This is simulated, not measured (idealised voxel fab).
process module | voxel wiring stack
cross-section cut | 215 nm wide | cells 5 nm
A cross-section is a grid of square cells, given in bands from the top down. A band is one or more rows of cells.
Each band's line starts with the height of the band's top and of its bottom, in nm. Then come its materials from left to right, each with its width in nm. One material with "throughout" fills the band from edge to edge. "air" is empty space.
Height 0 is the level under which the wafer as received is all one material. The lowest band goes on downwards, as in "0 down".
A width such as "30 to 40" changes by the same amount from each row of cells to the next, from the band's top row to its bottom row.
"no change" after a step means that no cell of the cross-section changed.
closed voids: empty space of 8 cells or more with no open way to the top, each as width x height at its distance from the left edge, in nm
after a step's settings: what the simulator itself notes on the step
overlay nm, on a step with a mask: how far to the right of its planned place the mask lay; to the left if negative
plan
1 op RECEIVE | material Si
2 op CONFORMAL_DEP | material SiO2 | thk nm 10
3 op CONFORMAL_DEP | material SiN | thk nm 5
4 op DIRECTIONAL_DEP | material SiO2 | thk nm 25
5 op DIRECTIONAL_DEP | material aC | thk nm 15
6 op PATTERN | tone open | mask id METAL_1 | material resist | width nm 30 | pitch nm 50 | thk nm 30 | overlay nm 0
7 op DIRECTIONAL_ETCH | etch materials aC | depth nm 15
8 op STRIP | etch materials resist
9 op DIRECTIONAL_ETCH | etch materials SiO2 | depth nm 25
10 op DIRECTIONAL_ETCH | etch materials SiN | depth nm 5
11 op STRIP | etch materials aC
12 op CONFORMAL_DEP | material TiN | thk nm 5
13 op FILL_DEP | material Cu | thk nm 5
14 op CMP | height nm 40
15 op CONFORMAL_DEP | material SiCN | thk nm 5
16 op DIRECTIONAL_DEP | material SiO2 | thk nm 35
17 op DIRECTIONAL_DEP | material aC | thk nm 15
18 op PATTERN | tone open | mask id METAL_2 | material resist | width nm 30 | pitch nm 50 | thk nm 35 | overlay nm 0
19 op DIRECTIONAL_ETCH | etch materials aC | depth nm 15
20 op STRIP | etch materials resist
21 op DIRECTIONAL_ETCH | etch materials SiO2 | depth nm 20
22 op STRIP | etch materials aC
23 op MASKED_ETCH | tone open | mask id METAL_2_HOLES | width nm 15 | pitch nm 100 | etch materials SiO2 | depth nm 15 | overlay nm 0
24 op MASKED_ETCH | tone open | mask id METAL_2_HOLES | width nm 15 | pitch nm 100 | etch materials SiCN | depth nm 5 | overlay nm 0
25 op CONFORMAL_DEP | material TiN | thk nm 5
26 op FILL_DEP | material Cu | thk nm 5
27 op CMP | height nm 80
28 op CONFORMAL_DEP | material SiCN | thk nm 5
29 op DIRECTIONAL_DEP | material SiO2 | thk nm 15
30 op MASKED_ETCH | tone open | mask id PLUG_2 | width nm 15 | pitch nm 50 | etch materials SiO2 | depth nm 15 | overlay nm 0
31 op MASKED_ETCH | tone open | mask id PLUG_2 | width nm 15 | pitch nm 50 | etch materials SiCN | depth nm 5 | overlay nm 0
32 op CONFORMAL_DEP | material TiN | thk nm 5
33 op FILL_DEP | material Ru | thk nm 10
34 op CMP | height nm 100
35 op CONFORMAL_DEP | material SiCN | thk nm 5
36 op DIRECTIONAL_DEP | material SiO2 | thk nm 20
37 op DIRECTIONAL_DEP | material aC | thk nm 15
38 op PATTERN | tone open | mask id METAL_3 | material resist | width nm 30 | pitch nm 50 | thk nm 35 | overlay nm 0
39 op DIRECTIONAL_ETCH | etch materials aC | depth nm 15
40 op STRIP | etch materials resist
41 op DIRECTIONAL_ETCH | etch materials SiO2 | depth nm 20
42 op DIRECTIONAL_ETCH | etch materials SiCN | depth nm 5
43 op STRIP | etch materials aC
44 op CONFORMAL_DEP | material TiN | thk nm 5
45 op FILL_DEP | material Cu | thk nm 5
46 op CMP | height nm 125
47 op CONFORMAL_DEP | material SiCN | thk nm 5
48 op DIRECTIONAL_DEP | material lowk | thk nm 10
49 op PATTERN | tone open | mask id PLUG_3 | material resist | width nm 15 | pitch nm 50 | thk nm 15 | overlay nm 0
50 op DIRECTIONAL_ETCH | etch materials lowk | depth nm 10
51 op DIRECTIONAL_ETCH | etch materials SiCN | depth nm 5
52 op STRIP | etch materials resist
53 op CONFORMAL_DEP | material TiN | thk nm 5
54 op FILL_DEP | material Ru | thk nm 10
55 op CMP | height nm 140
56 op DIRECTIONAL_DEP | material TiN | thk nm 5
57 op DIRECTIONAL_DEP | material W | thk nm 20
58 op DIRECTIONAL_DEP | material aC | thk nm 10
59 op PATTERN | tone cover | mask id METAL_4 | material resist | width nm 30 | pitch nm 50 | thk nm 25 | overlay nm 0
60 op DIRECTIONAL_ETCH | etch materials aC | depth nm 10
61 op STRIP | etch materials resist
62 op DIRECTIONAL_ETCH | etch materials W | depth nm 20
63 op DIRECTIONAL_ETCH | etch materials TiN | depth nm 5
64 op STRIP | etch materials aC
65 op CONFORMAL_DEP | material SiCN | thk nm 5
66 op FILL_DEP | material SiO2 | thk nm 10
67 op CMP | height nm 165
68 op CONFORMAL_DEP | material SiN | thk nm 5
varied across the wafers: overlay nm of step 23. The plan shows the first wafer's value. All wafers start alike
first wafer as received, after step 1
  0 down: Si throughout
  closed voids: none
each wafer at the end: cells of each material gained (+) or lost (-) since it was received, then its closed voids
overlay nm 0 | +200 Cu | +20 Ru | +169 SiCN | +62 SiN | +581 SiO2 | +272 TiN | +96 W | +62 lowk | closed voids: none
overlay nm 5 | +198 Cu | +20 Ru | +171 SiCN | +62 SiN | +581 SiO2 | +272 TiN | +96 W | +62 lowk | closed voids: none
overlay nm 10 | +198 Cu | +20 Ru | +173 SiCN | +62 SiN | +581 SiO2 | +270 TiN | +96 W | +62 lowk | closed voids: none
overlay nm 15 | +198 Cu | +20 Ru | +175 SiCN | +62 SiN | +581 SiO2 | +268 TiN | +96 W | +62 lowk | closed voids: none
